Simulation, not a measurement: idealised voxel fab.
Process module under the name voxel ribs on slabs
The figure presents cross-section cut, which has a width of 285 nm and is divided into square cells with an edge length of 5 nm.
Square cells in a grid make up a cross-section in this document, and the grid is given as bands, listed from the top down, each one or more rows of cells. A band entry consists of two parts. The first gives the height of the band's top and the height of its bottom, in nm. The rest lists the band's materials from left to right, each with its width in nm. A single material labelled with the word "all across" fills the band from edge to edge, and the word "empty" marks empty space. Ref level 0: as-received wafer is one material below here. Bottom band extends down with no lower bound ("0..down"). The expression "30..40" gives the width at the extremes of the band, the first number at its top row of cells and the second at its bottom row, with the width changing by equal amounts from each row to the next in between. Basically "nothing altered" means that step didn't change any cell in the cross-section. The entry "Enclosed cavity list" lists the empty spaces that cover at least 8 cells and have no open path to the top. Each is written as width x height at distance, where the distance is measured from the left edge and all three values are in nm. Step line, after settings: the simulator's comment on this step. overlay nm: how far to the right of its planned place the mask lay on this masked step (negative: to the left).

Steps planned for the process
1,RECEIVE, material Si
2,DIRECTIONAL_DEP, material SiO2, thk nm 20
3,DIRECTIONAL_DEP, material polySi, thk nm 25
4,DIRECTIONAL_DEP, material aC, thk nm 15
5,PATTERN, tone cover, mask id RIB, material resist, width nm 20, thk nm 35, overlay nm 0
6,DIRECTIONAL_ETCH, etch materials aC, depth nm 15
7,STRIP, etch materials resist
8,DIRECTIONAL_ETCH, etch materials polySi, depth nm 20
9,STRIP, etch materials aC
10,MASKED_ETCH, tone cover, mask id SLAB, width nm 60, etch materials polySi, depth nm 5, overlay nm 0
11,FILL_DEP, material SiO2, thk nm 25
12,CMP, height nm 60
13,DIRECTIONAL_DEP, material W, thk nm 10
14,DIRECTIONAL_DEP, material aC, thk nm 15
15,PATTERN, tone cover, mask id HEATER, material resist, width nm 30, thk nm 35, overlay nm 0
16,DIRECTIONAL_ETCH, etch materials aC, depth nm 15
17,STRIP, etch materials resist
18,DIRECTIONAL_ETCH, etch materials W, depth nm 10
19,STRIP, etch materials aC
20,CONFORMAL_DEP, material SiO2, thk nm 10

Here's what the wafer looked like in cross-section when it arrived - that's after step 1
    0..down | Si all across
    Enclosed cavity list: none

Cross-section, end of module. Start: as above. Plan: as above. Execution: one mistake
    80..70 | empty 115, SiO2 50, empty 120
    70..60 | SiO2 125, W 30, SiO2 130
    60..45 | SiO2 all across
    45..25 | SiO2 130, polySi 20, SiO2 135
    25..20 | SiO2 110, polySi 60, SiO2 115
    20..0 | W all across
    0..down | Si all across
    Enclosed cavity list: none
So what did we get wrong on this run? step 2 did not happen as planned, as run it was DIRECTIONAL_DEP, material W, thk nm 20
